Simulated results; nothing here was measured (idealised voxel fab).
Process module name: voxel self aligned contacts
The cross-section on display is named cut; it measures 170 nm wide, and its cells are 5 nm squares.
Reading order for cross-sections: top band down to bottom band. Underlying form: a grid of square cells. Band size: one or more rows of cells.
It is stipulated that each band's entry specify, in nanometres, the height of the top of the band and then that of its bottom, followed by the materials of the band in left-to-right sequence, each together with its width in nanometres. A single material marked by the word "everywhere" is understood to fill the band from edge to edge; the word "blank" is understood to denote empty space.
Note: height 0 marks the level under which the wafer is uniformly one material as received. Lowest band unbounded below, written "0 -> down".
When a width is written as two numbers, as in "30->40", the first number is the width in the top row of cells of the band and the second is the width in its bottom row, and the width changes by the same amount from each row to the next.
Step marked "everything unchanged"? Then no cell in the cross-section changed in it.
The label "Listed closed voids" introduces a list of the empty spaces, 8 cells or larger, that have no open way up to the top; each entry in it reads width x height at distance, where the distance is taken from the left edge and all three are stated in nm.
Read whatever lies past the settings on a step's line as the simulator's own remark about the step.
Steps that use a mask can have "overlay nm" on their line. It says how far the mask sat to the right of where it was meant to be. Negative means to the left.

THE PROCESS STEPS THAT WERE PLANNED ARE LISTED BELOW
1) RECEIVE, material Si
2) OXIDIZE, depth nm 5
3) DIRECTIONAL_DEP, material polySi, thk nm 30
4) DIRECTIONAL_DEP, material SiN, thk nm 20
5) PATTERN, tone cover, mask id GATE, material resist, width nm 25, pitch nm 50, thk nm 20, overlay nm 0
6) DIRECTIONAL_ETCH, etch materials SiN, depth nm 20
7) DIRECTIONAL_ETCH, etch materials polySi, depth nm 30
8) STRIP, etch materials resist
9) CONFORMAL_DEP, material SiN, thk nm 5
10) DIRECTIONAL_ETCH, etch materials SiN, depth nm 5
11) FILL_DEP, material SiO2, thk nm 15
12) CMP, height nm 55
13) MASKED_ETCH, tone open, mask id CONTACT, width nm 35, etch materials SiO2, depth nm 60, overlay nm 0
14) CONFORMAL_DEP, material TiN, thk nm 5
15) FILL_DEP, material W, thk nm 10
16) CMP, height nm 55
17) CONFORMAL_DEP, material SiCN, thk nm 5

SO THIS IS THE INCOMING WAFER IN CROSS-SECTION - IT'S ALREADY BEEN THROUGH STEP 1
	0 -> down = Si everywhere
	Listed closed voids: none

END-OF-MODULE CROSS-SECTION OF THE FIRST OF TWO WAFERS, PROCESSED AS PLANNED
	60 -> 55 = SiCN everywhere
	55 -> 50 = 65 SiO2, 15 TiN, 5 W, 15 TiN, 70 SiO2
	50 -> 30 = 40 SiO2, 35 SiN, 5 TiN, 5 W, 5 TiN, 35 SiN, 45 SiO2
	30 -> 0 = 40 SiO2, 5 SiN, 25 polySi, 5 SiN, 5 TiN, 5 W, 5 TiN, 5 SiN, 25 polySi, 5 SiN, 45 SiO2
	0 -> -5 = 75 SiO2, 15 TiN, 80 SiO2
	-5 -> down = Si everywhere
	Listed closed voids: none

CROSS-SECTION, WAFER TWO OF TWO, END OF MODULE: SAME START AND PLAN AS WAFER ONE, ONE ERROR IN EXECUTION
	60 -> 55 = SiCN everywhere
	55 -> 50 = 65 SiO2, 35 TiN, 70 SiO2
	50 -> 30 = 50 SiN, 15 SiO2, 35 SiN, 15 SiO2, 55 SiN
	30 -> 0 = 45 polySi, 5 SiN, 15 SiO2, 5 SiN, 25 polySi, 5 SiN, 15 SiO2, 5 SiN, 50 polySi
	0 -> -5 = SiO2 everywhere
	-5 -> down = Si everywhere
	Listed closed voids: none
Against the plan, the run slipped here: step 5 did not happen as planned, as run it was PATTERN, tone open, mask id GATE, material resist, width nm 25, pitch nm 50, thk nm 20, overlay nm 0
Once processing is complete, comparing cell counts shows that the second wafer has more or fewer of certain materials than the first: SiN +56; SiO2 -107; TiN -22; W -11; polySi +84
